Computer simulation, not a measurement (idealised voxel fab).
The name of this process module is voxel wiring stack.
Pictured: cross-section cut, 170 nm wide, on a grid of 5 nm square cells.
For the purposes of this document, a cross-section shall be understood as a grid of square cells, specified as bands listed in top-to-bottom order, each band consisting of one or more rows of cells.
The entry gives the band's vertical extent as a top height and a bottom height in nm, then its horizontal make-up as materials from left to right, each with a width in nm. "empty" stands for empty space; a single material marked "throughout" fills the band edge to edge.
We count height from 0. Below that, the starting wafer is all one material. The lowest band never ends at the bottom but goes on down; see "0 -> down" for how that is written.
Note: "30->40" means the width goes from the first number (top row of the band) to the second number (bottom row) in equal steps per row of cells.
Where the words "remained the same" appear for a step, the cross-section shows no cell changed by that step; every cell remained as before.
Listed in "Closed void catalog": every empty space of 8 or more cells without an open way to the top. Form: width x height at distance, the distance being from the left edge, all in nm.
Past the settings on a step's line: simulator remark, on that step.
"overlay nm" denotes, for a step that has a mask, the displacement of the mask to the right of its planned place, with negative values corresponding to the left.
# Process steps foreseen in the plan
1) RECEIVE [material Si]
2) CONFORMAL_DEP [material SiO2] [thk nm 15]
3) DIRECTIONAL_DEP [material TiN] [thk nm 5]
4) DIRECTIONAL_DEP [material W] [thk nm 20]
5) PATTERN [tone cover] [mask id METAL_1] [material resist] [width nm 20] [pitch nm 45] [thk nm 20] [overlay nm 0]
6) DIRECTIONAL_ETCH [etch materials W] [depth nm 20]
7) DIRECTIONAL_ETCH [etch materials TiN] [depth nm 5]
8) STRIP [etch materials resist]
9) CONFORMAL_DEP [material SiCN] [thk nm 5]
10) FILL_DEP [material lowk] [thk nm 10]
11) CMP [height nm 40]
12) CONFORMAL_DEP [material SiCN] [thk nm 5]
13) DIRECTIONAL_DEP [material lowk] [thk nm 10]
14) DIRECTIONAL_DEP [material aC] [thk nm 10]
15) PATTERN [tone open] [mask id PLUG_1] [material resist] [width nm 15] [pitch nm 45] [thk nm 30] [overlay nm 0]
16) DIRECTIONAL_ETCH [etch materials aC] [depth nm 10]
17) STRIP [etch materials resist]
18) DIRECTIONAL_ETCH [etch materials lowk] [depth nm 10]
19) DIRECTIONAL_ETCH [etch materials SiCN] [depth nm 5]
20) STRIP [etch materials aC]
21) EPI [material Ru] [thk nm 10]
22) EPI [material Ru] [thk nm 5]
23) CONFORMAL_DEP [material SiCN] [thk nm 5]
24) DIRECTIONAL_DEP [material SiO2] [thk nm 25]
25) DIRECTIONAL_DEP [material aC] [thk nm 15]
26) PATTERN [tone open] [mask id METAL_2] [material resist] [width nm 20] [pitch nm 45] [thk nm 30] [overlay nm 0]
27) DIRECTIONAL_ETCH [etch materials aC] [depth nm 15]
28) STRIP [etch materials resist]
29) DIRECTIONAL_ETCH [etch materials SiO2] [depth nm 25]
30) DIRECTIONAL_ETCH [etch materials SiCN] [depth nm 5]
31) STRIP [etch materials aC]
32) CONFORMAL_DEP [material TiN] [thk nm 5]
33) FILL_DEP [material Cu] [thk nm 10]
34) CMP [height nm 85]
35) CONFORMAL_DEP [material SiCN] [thk nm 5]
36) DIRECTIONAL_DEP [material SiO2] [thk nm 30]
37) MASKED_ETCH [tone open] [mask id METAL_3_HOLES] [width nm 15] [pitch nm 45] [etch materials SiO2] [depth nm 30] [overlay nm 0]
38) MASKED_ETCH [tone open] [mask id METAL_3] [width nm 20] [pitch nm 45] [etch materials SiO2] [depth nm 20] [overlay nm 0]
39) MASKED_ETCH [tone open] [mask id METAL_3] [width nm 20] [pitch nm 45] [etch materials SiCN] [depth nm 5] [overlay nm 0]
40) CONFORMAL_DEP [material TiN] [thk nm 5]
41) FILL_DEP [material Ru] [thk nm 5]
42) CMP [height nm 120]
43) CONFORMAL_DEP [material SiCN] [thk nm 5]
44) DIRECTIONAL_DEP [material SiO2] [thk nm 30]
45) MASKED_ETCH [tone open] [mask id METAL_4_HOLES] [width nm 15] [pitch nm 90] [etch materials SiO2] [depth nm 30] [overlay nm 0]
46) MASKED_ETCH [tone open] [mask id METAL_4] [width nm 20] [pitch nm 45] [etch materials SiO2] [depth nm 20] [overlay nm 0]
47) MASKED_ETCH [tone open] [mask id METAL_4] [width nm 20] [pitch nm 45] [etch materials SiCN] [depth nm 5] [overlay nm 0]
48) CONFORMAL_DEP [material TiN] [thk nm 5]
49) FILL_DEP [material Ru] [thk nm 5]
50) CMP [height nm 155]
51) CONFORMAL_DEP [material SiN] [thk nm 5]
# Account of the first of two wafers, which was processed as intended
# Cross-section of the wafer upon arrival, representing the state reached after step 1
0 -> down: Si throughout
Closed void catalog: none
# Cross-sectional representation of the wafer at the conclusion of step 2
15 -> 0: SiO2 throughout
Heights below 0 show no change.
# Cross-sectional representation of the wafer at the conclusion of step 3
20 -> 15: TiN throughout
Heights below 15 show no change.
# Cross-sectional representation of the wafer at the conclusion of step 4
40 -> 20: W throughout
Heights below 20 show no change.
# Cross-sectional representation of the wafer at the conclusion of step 5
60 -> 40: empty 30; resist 20; empty 25; resist 20; empty 25; resist 20; empty 30
Heights below 40 show no change.
# Cross-sectional representation of the wafer at the conclusion of step 6
60 -> 40: empty 30; resist 20; empty 25; resist 20; empty 25; resist 20; empty 30
40 -> 20: empty 30; W 20; empty 25; W 20; empty 25; W 20; empty 30
Heights below 20 show no change.
# Cross-sectional representation of the wafer at the conclusion of step 7
60 -> 40: empty 30; resist 20; empty 25; resist 20; empty 25; resist 20; empty 30
40 -> 20: empty 30; W 20; empty 25; W 20; empty 25; W 20; empty 30
20 -> 15: empty 30; TiN 20; empty 25; TiN 20; empty 25; TiN 20; empty 30
Heights below 15 show no change.
# Cross-sectional representation of the wafer at the conclusion of step 8
40 -> 20: empty 30; W 20; empty 25; W 20; empty 25; W 20; empty 30
Heights below 20 show no change.
# Cross-sectional representation of the wafer at the conclusion of step 9
45 -> 40: empty 25; SiCN 30; empty 15; SiCN 30; empty 15; SiCN 30; empty 25
40 -> 20: empty 25; SiCN 5; W 20; SiCN 5; empty 15; SiCN 5; W 20; SiCN 5; empty 15; SiCN 5; W 20; SiCN 5; empty 25
20 -> 15: SiCN 30; TiN 20; SiCN 25; TiN 20; SiCN 25; TiN 20; SiCN 30
Heights below 15 show no change.
# Cross-sectional representation of the wafer at the conclusion of step 10
55 -> 45: lowk throughout
45 -> 40: lowk 25; SiCN 30; lowk 15; SiCN 30; lowk 15; SiCN 30; lowk 25
40 -> 20: lowk 25; SiCN 5; W 20; SiCN 5; lowk 15; SiCN 5; W 20; SiCN 5; lowk 15; SiCN 5; W 20; SiCN 5; lowk 25
Heights below 20 show no change.
# Cross-sectional representation of the wafer at the conclusion of step 11
40 -> 20: lowk 25; SiCN 5; W 20; SiCN 5; lowk 15; SiCN 5; W 20; SiCN 5; lowk 15; SiCN 5; W 20; SiCN 5; lowk 25
Heights below 20 show no change.
# Cross-sectional representation of the wafer at the conclusion of step 12
45 -> 40: SiCN throughout
Heights below 40 show no change.
# Cross-sectional representation of the wafer at the conclusion of step 13
55 -> 45: lowk throughout
Heights below 45 show no change.
# Cross-sectional representation of the wafer at the conclusion of step 14
65 -> 55: aC throughout
Heights below 55 show no change.
# Cross-sectional representation of the wafer at the conclusion of step 15
95 -> 65: resist 30; empty 15; resist 30; empty 15; resist 30; empty 15; resist 35
Heights below 65 show no change.
# Cross-sectional representation of the wafer at the conclusion of step 16
85 -> 65: resist 30; empty 15; resist 30; empty 15; resist 30; empty 15; resist 35
65 -> 55: aC 30; empty 15; aC 30; empty 15; aC 30; empty 15; aC 35
Heights below 55 show no change.
# Cross-sectional representation of the wafer at the conclusion of step 17
65 -> 55: aC 30; empty 15; aC 30; empty 15; aC 30; empty 15; aC 35
Heights below 55 show no change.
# Cross-sectional representation of the wafer at the conclusion of step 18
65 -> 55: aC 30; empty 15; aC 30; empty 15; aC 30; empty 15; aC 35
55 -> 45: lowk 30; empty 15; lowk 30; empty 15; lowk 30; empty 15; lowk 35
Heights below 45 show no change.
# Cross-sectional representation of the wafer at the conclusion of step 19
65 -> 55: aC 30; empty 15; aC 30; empty 15; aC 30; empty 15; aC 35
55 -> 45: lowk 30; empty 15; lowk 30; empty 15; lowk 30; empty 15; lowk 35
45 -> 40: SiCN 30; empty 15; SiCN 30; empty 15; SiCN 30; empty 15; SiCN 35
Heights below 40 show no change.
# Cross-sectional representation of the wafer at the conclusion of step 20
55 -> 45: lowk 30; empty 15; lowk 30; empty 15; lowk 30; empty 15; lowk 35
Heights below 45 show no change.
# Cross-sectional representation of the wafer at the conclusion of step 21
55 -> 50: lowk 30; empty 15; lowk 30; empty 15; lowk 30; empty 15; lowk 35
50 -> 45: lowk 30; Ru 15; lowk 30; Ru 15; lowk 30; Ru 15; lowk 35
45 -> 40: SiCN 30; Ru 15; SiCN 30; Ru 15; SiCN 30; Ru 15; SiCN 35
Heights below 40 show no change.
# Cross-sectional representation of the wafer at the conclusion of step 22
55 -> 45: lowk 30; Ru 15; lowk 30; Ru 15; lowk 30; Ru 15; lowk 35
Heights below 45 show no change.
# Cross-sectional representation of the wafer at the conclusion of step 23
60 -> 55: SiCN throughout
Heights below 55 show no change.
# Cross-sectional representation of the wafer at the conclusion of step 24
85 -> 60: SiO2 throughout
Heights below 60 show no change.
# Cross-sectional representation of the wafer at the conclusion of step 25
100 -> 85: aC throughout
Heights below 85 show no change.
# Cross-sectional representation of the wafer at the conclusion of step 26
130 -> 100: resist 30; empty 20; resist 25; empty 20; resist 25; empty 20; resist 30
Heights below 100 show no change.
# Cross-sectional representation of the wafer at the conclusion of step 27
115 -> 100: resist 30; empty 20; resist 25; empty 20; resist 25; empty 20; resist 30
100 -> 85: aC 30; empty 20; aC 25; empty 20; aC 25; empty 20; aC 30
Heights below 85 show no change.
# Cross-sectional representation of the wafer at the conclusion of step 28
100 -> 85: aC 30; empty 20; aC 25; empty 20; aC 25; empty 20; aC 30
Heights below 85 show no change.
# Cross-sectional representation of the wafer at the conclusion of step 29
100 -> 85: aC 30; empty 20; aC 25; empty 20; aC 25; empty 20; aC 30
85 -> 60: SiO2 30; empty 20; SiO2 25; empty 20; SiO2 25; empty 20; SiO2 30
Heights below 60 show no change.
# Cross-sectional representation of the wafer at the conclusion of step 30
100 -> 85: aC 30; empty 20; aC 25; empty 20; aC 25; empty 20; aC 30
85 -> 60: SiO2 30; empty 20; SiO2 25; empty 20; SiO2 25; empty 20; SiO2 30
60 -> 55: SiCN 30; empty 20; SiCN 25; empty 20; SiCN 25; empty 20; SiCN 30
Heights below 55 show no change.
# Cross-sectional representation of the wafer at the conclusion of step 31
85 -> 60: SiO2 30; empty 20; SiO2 25; empty 20; SiO2 25; empty 20; SiO2 30
Heights below 60 show no change.
# Cross-sectional representation of the wafer at the conclusion of step 32
90 -> 85: TiN 35; empty 10; TiN 35; empty 10; TiN 35; empty 10; TiN 35
85 -> 60: SiO2 30; TiN 5; empty 10; TiN 5; SiO2 25; TiN 5; empty 10; TiN 5; SiO2 25; TiN 5; empty 10; TiN 5; SiO2 30
60 -> 55: SiCN 30; TiN 20; SiCN 25; TiN 20; SiCN 25; TiN 20; SiCN 30
Heights below 55 show no change.
# Cross-sectional representation of the wafer at the conclusion of step 33
100 -> 90: Cu throughout
90 -> 85: TiN 35; Cu 10; TiN 35; Cu 10; TiN 35; Cu 10; TiN 35
85 -> 60: SiO2 30; TiN 5; Cu 10; TiN 5; SiO2 25; TiN 5; Cu 10; TiN 5; SiO2 25; TiN 5; Cu 10; TiN 5; SiO2 30
Heights below 60 show no change.
# Cross-sectional representation of the wafer at the conclusion of step 34
85 -> 60: SiO2 30; TiN 5; Cu 10; TiN 5; SiO2 25; TiN 5; Cu 10; TiN 5; SiO2 25; TiN 5; Cu 10; TiN 5; SiO2 30
Heights below 60 show no change.
# Cross-sectional representation of the wafer at the conclusion of step 35
90 -> 85: SiCN throughout
Heights below 85 show no change.
# Cross-sectional representation of the wafer at the conclusion of step 36
120 -> 90: SiO2 throughout
Heights below 90 show no change.
# Cross-sectional representation of the wafer at the conclusion of step 37
120 -> 90: SiO2 30; empty 15; SiO2 30; empty 15; SiO2 30; empty 15; SiO2 35
Heights below 90 show no change.
# Cross-sectional representation of the wafer at the conclusion of step 38
120 -> 100: SiO2 30; empty 20; SiO2 25; empty 20; SiO2 25; empty 20; SiO2 30
Heights below 100 show no change.
# Cross-sectional representation of the wafer at the conclusion of step 39
120 -> 100: SiO2 30; empty 20; SiO2 25; empty 20; SiO2 25; empty 20; SiO2 30
100 -> 90: SiO2 30; empty 15; SiO2 30; empty 15; SiO2 30; empty 15; SiO2 35
90 -> 85: SiCN 30; empty 15; SiCN 30; empty 15; SiCN 30; empty 15; SiCN 35
Heights below 85 show no change.
# Cross-sectional representation of the wafer at the conclusion of step 40
125 -> 120: TiN 35; empty 10; TiN 35; empty 10; TiN 35; empty 10; TiN 35
120 -> 105: SiO2 30; TiN 5; empty 10; TiN 5; SiO2 25; TiN 5; empty 10; TiN 5; SiO2 25; TiN 5; empty 10; TiN 5; SiO2 30
105 -> 100: SiO2 30; TiN 5; empty 5; TiN 10; SiO2 25; TiN 5; empty 5; TiN 10; SiO2 25; TiN 5; empty 5; TiN 10; SiO2 30
100 -> 90: SiO2 30; TiN 5; empty 5; TiN 5; SiO2 30; TiN 5; empty 5; TiN 5; SiO2 30; TiN 5; empty 5; TiN 5; SiO2 35
90 -> 85: SiCN 30; TiN 15; SiCN 30; TiN 15; SiCN 30; TiN 15; SiCN 35
Heights below 85 show no change.
# Cross-sectional representation of the wafer at the conclusion of step 41
130 -> 125: Ru throughout
125 -> 120: TiN 35; Ru 10; TiN 35; Ru 10; TiN 35; Ru 10; TiN 35
120 -> 105: SiO2 30; TiN 5; Ru 10; TiN 5; SiO2 25; TiN 5; Ru 10; TiN 5; SiO2 25; TiN 5; Ru 10; TiN 5; SiO2 30
105 -> 100: SiO2 30; TiN 5; Ru 5; TiN 10; SiO2 25; TiN 5; Ru 5; TiN 10; SiO2 25; TiN 5; Ru 5; TiN 10; SiO2 30
100 -> 90: SiO2 30; TiN 5; Ru 5; TiN 5; SiO2 30; TiN 5; Ru 5; TiN 5; SiO2 30; TiN 5; Ru 5; TiN 5; SiO2 35
Heights below 90 show no change.
# Cross-sectional representation of the wafer at the conclusion of step 42
120 -> 105: SiO2 30; TiN 5; Ru 10; TiN 5; SiO2 25; TiN 5; Ru 10; TiN 5; SiO2 25; TiN 5; Ru 10; TiN 5; SiO2 30
Heights below 105 show no change.
# Cross-sectional representation of the wafer at the conclusion of step 43
125 -> 120: SiCN throughout
Heights below 120 show no change.
# Cross-sectional representation of the wafer at the conclusion of step 44
155 -> 125: SiO2 throughout
Heights below 125 show no change.
# Cross-sectional representation of the wafer at the conclusion of step 45
155 -> 125: SiO2 30; empty 15; SiO2 75; empty 15; SiO2 35
Heights below 125 show no change.
# Cross-sectional representation of the wafer at the conclusion of step 46
155 -> 135: SiO2 30; empty 20; SiO2 25; empty 20; SiO2 25; empty 20; SiO2 30
Heights below 135 show no change.
# Cross-sectional representation of the wafer at the conclusion of step 47
155 -> 135: SiO2 30; empty 20; SiO2 25; empty 20; SiO2 25; empty 20; SiO2 30
135 -> 125: SiO2 30; empty 15; SiO2 75; empty 15; SiO2 35
125 -> 120: SiCN 30; empty 15; SiCN 75; empty 15; SiCN 35
Heights below 120 show no change.
# Cross-sectional representation of the wafer at the conclusion of step 48
160 -> 155: TiN 35; empty 10; TiN 35; empty 10; TiN 35; empty 10; TiN 35
155 -> 140: SiO2 30; TiN 5; empty 10; TiN 5; SiO2 25; TiN 5; empty 10; TiN 5; SiO2 25; TiN 5; empty 10; TiN 5; SiO2 30
140 -> 135: SiO2 30; TiN 5; empty 5; TiN 10; SiO2 25; TiN 20; SiO2 25; TiN 5; empty 5; TiN 10; SiO2 30
135 -> 125: SiO2 30; TiN 5; empty 5; TiN 5; SiO2 75; TiN 5; empty 5; TiN 5; SiO2 35
125 -> 120: SiCN 30; TiN 15; SiCN 75; TiN 15; SiCN 35
Heights below 120 show no change.
# Cross-sectional representation of the wafer at the conclusion of step 49
165 -> 160: Ru throughout
160 -> 155: TiN 35; Ru 10; TiN 35; Ru 10; TiN 35; Ru 10; TiN 35
155 -> 140: SiO2 30; TiN 5; Ru 10; TiN 5; SiO2 25; TiN 5; Ru 10; TiN 5; SiO2 25; TiN 5; Ru 10; TiN 5; SiO2 30
140 -> 135: SiO2 30; TiN 5; Ru 5; TiN 10; SiO2 25; TiN 20; SiO2 25; TiN 5; Ru 5; TiN 10; SiO2 30
135 -> 125: SiO2 30; TiN 5; Ru 5; TiN 5; SiO2 75; TiN 5; Ru 5; TiN 5; SiO2 35
Heights below 125 show no change.
# Cross-sectional representation of the wafer at the conclusion of step 50
155 -> 140: SiO2 30; TiN 5; Ru 10; TiN 5; SiO2 25; TiN 5; Ru 10; TiN 5; SiO2 25; TiN 5; Ru 10; TiN 5; SiO2 30
Heights below 140 show no change.
# Cross-sectional representation of the wafer at the conclusion of step 51
160 -> 155: SiN throughout
Heights below 155 show no change.
# Wafer two: like wafer one in start and plan, but with one mistake in execution; identical up to and including step 2
# X-section, second wafer, when step 3 was due to finish
35 -> 15: W throughout
Heights below 15 show no change.
# X-section, second wafer, when step 4 was due to finish
40 -> 35: TiN throughout
Heights below 35 show no change.
# X-section, second wafer, when step 5 was due to finish
60 -> 40: empty 30; resist 20; empty 25; resist 20; empty 25; resist 20; empty 30
Heights below 40 show no change.
X-section, second wafer, when step 6 was due to finish: remained the same
# X-section, second wafer, when step 7 was due to finish
60 -> 40: empty 30; resist 20; empty 25; resist 20; empty 25; resist 20; empty 30
40 -> 35: empty 30; TiN 20; empty 25; TiN 20; empty 25; TiN 20; empty 30
Heights below 35 show no change.
# X-section, second wafer, when step 8 was due to finish
40 -> 35: empty 30; TiN 20; empty 25; TiN 20; empty 25; TiN 20; empty 30
Heights below 35 show no change.
# X-section, second wafer, when step 9 was due to finish
45 -> 40: empty 25; SiCN 30; empty 15; SiCN 30; empty 15; SiCN 30; empty 25
40 -> 35: SiCN 30; TiN 20; SiCN 25; TiN 20; SiCN 25; TiN 20; SiCN 30
Heights below 35 show no change.
# X-section, second wafer, when step 10 was due to finish
55 -> 45: lowk throughout
45 -> 40: lowk 25; SiCN 30; lowk 15; SiCN 30; lowk 15; SiCN 30; lowk 25
Heights below 40 show no change.
# X-section, second wafer, when step 11 was due to finish
40 -> 35: SiCN 30; TiN 20; SiCN 25; TiN 20; SiCN 25; TiN 20; SiCN 30
Heights below 35 show no change.
# X-section, second wafer, when step 12 was due to finish
45 -> 40: SiCN throughout
Heights below 40 show no change.
# X-section, second wafer, when step 13 was due to finish
55 -> 45: lowk throughout
Heights below 45 show no change.
# X-section, second wafer, when step 14 was due to finish
65 -> 55: aC throughout
Heights below 55 show no change.
# X-section, second wafer, when step 15 was due to finish
95 -> 65: resist 30; empty 15; resist 30; empty 15; resist 30; empty 15; resist 35
Heights below 65 show no change.
# X-section, second wafer, when step 16 was due to finish
85 -> 65: resist 30; empty 15; resist 30; empty 15; resist 30; empty 15; resist 35
65 -> 55: aC 30; empty 15; aC 30; empty 15; aC 30; empty 15; aC 35
Heights below 55 show no change.
# X-section, second wafer, when step 17 was due to finish
65 -> 55: aC 30; empty 15; aC 30; empty 15; aC 30; empty 15; aC 35
Heights below 55 show no change.
# X-section, second wafer, when step 18 was due to finish
65 -> 55: aC 30; empty 15; aC 30; empty 15; aC 30; empty 15; aC 35
55 -> 45: lowk 30; empty 15; lowk 30; empty 15; lowk 30; empty 15; lowk 35
Heights below 45 show no change.
# X-section, second wafer, when step 19 was due to finish
65 -> 55: aC 30; empty 15; aC 30; empty 15; aC 30; empty 15; aC 35
55 -> 45: lowk 30; empty 15; lowk 30; empty 15; lowk 30; empty 15; lowk 35
45 -> 40: SiCN 30; empty 15; SiCN 30; empty 15; SiCN 30; empty 15; SiCN 35
Heights below 40 show no change.
# X-section, second wafer, when step 20 was due to finish
55 -> 45: lowk 30; empty 15; lowk 30; empty 15; lowk 30; empty 15; lowk 35
Heights below 45 show no change.
# X-section, second wafer, when step 21 was due to finish
55 -> 50: lowk 30; empty 15; lowk 30; empty 15; lowk 30; empty 15; lowk 35
50 -> 45: lowk 30; Ru 15; lowk 30; Ru 15; lowk 30; Ru 15; lowk 35
45 -> 40: SiCN 30; Ru 15; SiCN 30; Ru 15; SiCN 30; Ru 15; SiCN 35
Heights below 40 show no change.
# X-section, second wafer, when step 22 was due to finish
55 -> 45: lowk 30; Ru 15; lowk 30; Ru 15; lowk 30; Ru 15; lowk 35
Heights below 45 show no change.
# X-section, second wafer, when step 23 was due to finish
60 -> 55: SiCN throughout
Heights below 55 show no change.
# X-section, second wafer, when step 24 was due to finish
85 -> 60: SiO2 throughout
Heights below 60 show no change.
# X-section, second wafer, when step 25 was due to finish
100 -> 85: aC throughout
Heights below 85 show no change.
# X-section, second wafer, when step 26 was due to finish
130 -> 100: resist 30; empty 20; resist 25; empty 20; resist 25; empty 20; resist 30
Heights below 100 show no change.
# X-section, second wafer, when step 27 was due to finish
115 -> 100: resist 30; empty 20; resist 25; empty 20; resist 25; empty 20; resist 30
100 -> 85: aC 30; empty 20; aC 25; empty 20; aC 25; empty 20; aC 30
Heights below 85 show no change.
# X-section, second wafer, when step 28 was due to finish
100 -> 85: aC 30; empty 20; aC 25; empty 20; aC 25; empty 20; aC 30
Heights below 85 show no change.
# X-section, second wafer, when step 29 was due to finish
100 -> 85: aC 30; empty 20; aC 25; empty 20; aC 25; empty 20; aC 30
85 -> 60: SiO2 30; empty 20; SiO2 25; empty 20; SiO2 25; empty 20; SiO2 30
Heights below 60 show no change.
# X-section, second wafer, when step 30 was due to finish
100 -> 85: aC 30; empty 20; aC 25; empty 20; aC 25; empty 20; aC 30
85 -> 60: SiO2 30; empty 20; SiO2 25; empty 20; SiO2 25; empty 20; SiO2 30
60 -> 55: SiCN 30; empty 20; SiCN 25; empty 20; SiCN 25; empty 20; SiCN 30
Heights below 55 show no change.
# X-section, second wafer, when step 31 was due to finish
85 -> 60: SiO2 30; empty 20; SiO2 25; empty 20; SiO2 25; empty 20; SiO2 30
Heights below 60 show no change.
# X-section, second wafer, when step 32 was due to finish
90 -> 85: TiN 35; empty 10; TiN 35; empty 10; TiN 35; empty 10; TiN 35
85 -> 60: SiO2 30; TiN 5; empty 10; TiN 5; SiO2 25; TiN 5; empty 10; TiN 5; SiO2 25; TiN 5; empty 10; TiN 5; SiO2 30
60 -> 55: SiCN 30; TiN 20; SiCN 25; TiN 20; SiCN 25; TiN 20; SiCN 30
Heights below 55 show no change.
# X-section, second wafer, when step 33 was due to finish
100 -> 90: Cu throughout
90 -> 85: TiN 35; Cu 10; TiN 35; Cu 10; TiN 35; Cu 10; TiN 35
85 -> 60: SiO2 30; TiN 5; Cu 10; TiN 5; SiO2 25; TiN 5; Cu 10; TiN 5; SiO2 25; TiN 5; Cu 10; TiN 5; SiO2 30
Heights below 60 show no change.
# X-section, second wafer, when step 34 was due to finish
85 -> 60: SiO2 30; TiN 5; Cu 10; TiN 5; SiO2 25; TiN 5; Cu 10; TiN 5; SiO2 25; TiN 5; Cu 10; TiN 5; SiO2 30
Heights below 60 show no change.
# X-section, second wafer, when step 35 was due to finish
90 -> 85: SiCN throughout
Heights below 85 show no change.
# X-section, second wafer, when step 36 was due to finish
120 -> 90: SiO2 throughout
Heights below 90 show no change.
# X-section, second wafer, when step 37 was due to finish
120 -> 90: SiO2 30; empty 15; SiO2 30; empty 15; SiO2 30; empty 15; SiO2 35
Heights below 90 show no change.
# X-section, second wafer, when step 38 was due to finish
120 -> 100: SiO2 30; empty 20; SiO2 25; empty 20; SiO2 25; empty 20; SiO2 30
Heights below 100 show no change.
# X-section, second wafer, when step 39 was due to finish
120 -> 100: SiO2 30; empty 20; SiO2 25; empty 20; SiO2 25; empty 20; SiO2 30
100 -> 90: SiO2 30; empty 15; SiO2 30; empty 15; SiO2 30; empty 15; SiO2 35
90 -> 85: SiCN 30; empty 15; SiCN 30; empty 15; SiCN 30; empty 15; SiCN 35
Heights below 85 show no change.
# X-section, second wafer, when step 40 was due to finish
125 -> 120: TiN 35; empty 10; TiN 35; empty 10; TiN 35; empty 10; TiN 35
120 -> 105: SiO2 30; TiN 5; empty 10; TiN 5; SiO2 25; TiN 5; empty 10; TiN 5; SiO2 25; TiN 5; empty 10; TiN 5; SiO2 30
105 -> 100: SiO2 30; TiN 5; empty 5; TiN 10; SiO2 25; TiN 5; empty 5; TiN 10; SiO2 25; TiN 5; empty 5; TiN 10; SiO2 30
100 -> 90: SiO2 30; TiN 5; empty 5; TiN 5; SiO2 30; TiN 5; empty 5; TiN 5; SiO2 30; TiN 5; empty 5; TiN 5; SiO2 35
90 -> 85: SiCN 30; TiN 15; SiCN 30; TiN 15; SiCN 30; TiN 15; SiCN 35
Heights below 85 show no change.
# X-section, second wafer, when step 41 was due to finish
130 -> 125: Ru throughout
125 -> 120: TiN 35; Ru 10; TiN 35; Ru 10; TiN 35; Ru 10; TiN 35
120 -> 105: SiO2 30; TiN 5; Ru 10; TiN 5; SiO2 25; TiN 5; Ru 10; TiN 5; SiO2 25; TiN 5; Ru 10; TiN 5; SiO2 30
105 -> 100: SiO2 30; TiN 5; Ru 5; TiN 10; SiO2 25; TiN 5; Ru 5; TiN 10; SiO2 25; TiN 5; Ru 5; TiN 10; SiO2 30
100 -> 90: SiO2 30; TiN 5; Ru 5; TiN 5; SiO2 30; TiN 5; Ru 5; TiN 5; SiO2 30; TiN 5; Ru 5; TiN 5; SiO2 35
Heights below 90 show no change.
# X-section, second wafer, when step 42 was due to finish
120 -> 105: SiO2 30; TiN 5; Ru 10; TiN 5; SiO2 25; TiN 5; Ru 10; TiN 5; SiO2 25; TiN 5; Ru 10; TiN 5; SiO2 30
Heights below 105 show no change.
# X-section, second wafer, when step 43 was due to finish
125 -> 120: SiCN throughout
Heights below 120 show no change.
# X-section, second wafer, when step 44 was due to finish
155 -> 125: SiO2 throughout
Heights below 125 show no change.
# X-section, second wafer, when step 45 was due to finish
155 -> 125: SiO2 30; empty 15; SiO2 75; empty 15; SiO2 35
Heights below 125 show no change.
# X-section, second wafer, when step 46 was due to finish
155 -> 135: SiO2 30; empty 20; SiO2 25; empty 20; SiO2 25; empty 20; SiO2 30
Heights below 135 show no change.
# X-section, second wafer, when step 47 was due to finish
155 -> 135: SiO2 30; empty 20; SiO2 25; empty 20; SiO2 25; empty 20; SiO2 30
135 -> 125: SiO2 30; empty 15; SiO2 75; empty 15; SiO2 35
125 -> 120: SiCN 30; empty 15; SiCN 75; empty 15; SiCN 35
Heights below 120 show no change.
# X-section, second wafer, when step 48 was due to finish
160 -> 155: TiN 35; empty 10; TiN 35; empty 10; TiN 35; empty 10; TiN 35
155 -> 140: SiO2 30; TiN 5; empty 10; TiN 5; SiO2 25; TiN 5; empty 10; TiN 5; SiO2 25; TiN 5; empty 10; TiN 5; SiO2 30
140 -> 135: SiO2 30; TiN 5; empty 5; TiN 10; SiO2 25; TiN 20; SiO2 25; TiN 5; empty 5; TiN 10; SiO2 30
135 -> 125: SiO2 30; TiN 5; empty 5; TiN 5; SiO2 75; TiN 5; empty 5; TiN 5; SiO2 35
125 -> 120: SiCN 30; TiN 15; SiCN 75; TiN 15; SiCN 35
Heights below 120 show no change.
# X-section, second wafer, when step 49 was due to finish
165 -> 160: Ru throughout
160 -> 155: TiN 35; Ru 10; TiN 35; Ru 10; TiN 35; Ru 10; TiN 35
155 -> 140: SiO2 30; TiN 5; Ru 10; TiN 5; SiO2 25; TiN 5; Ru 10; TiN 5; SiO2 25; TiN 5; Ru 10; TiN 5; SiO2 30
140 -> 135: SiO2 30; TiN 5; Ru 5; TiN 10; SiO2 25; TiN 20; SiO2 25; TiN 5; Ru 5; TiN 10; SiO2 30
135 -> 125: SiO2 30; TiN 5; Ru 5; TiN 5; SiO2 75; TiN 5; Ru 5; TiN 5; SiO2 35
Heights below 125 show no change.
# X-section, second wafer, when step 50 was due to finish
155 -> 140: SiO2 30; TiN 5; Ru 10; TiN 5; SiO2 25; TiN 5; Ru 10; TiN 5; SiO2 25; TiN 5; Ru 10; TiN 5; SiO2 30
Heights below 140 show no change.
# X-section, second wafer, when step 51 was due to finish
160 -> 155: SiN throughout
Heights below 155 show no change.
Processing error: plan vs actual: 3 and 4 interchanged
Counted in cells at the end, the second wafer holds more or fewer of these materials than the first: -24 SiCN | +88 W | -64 lowk
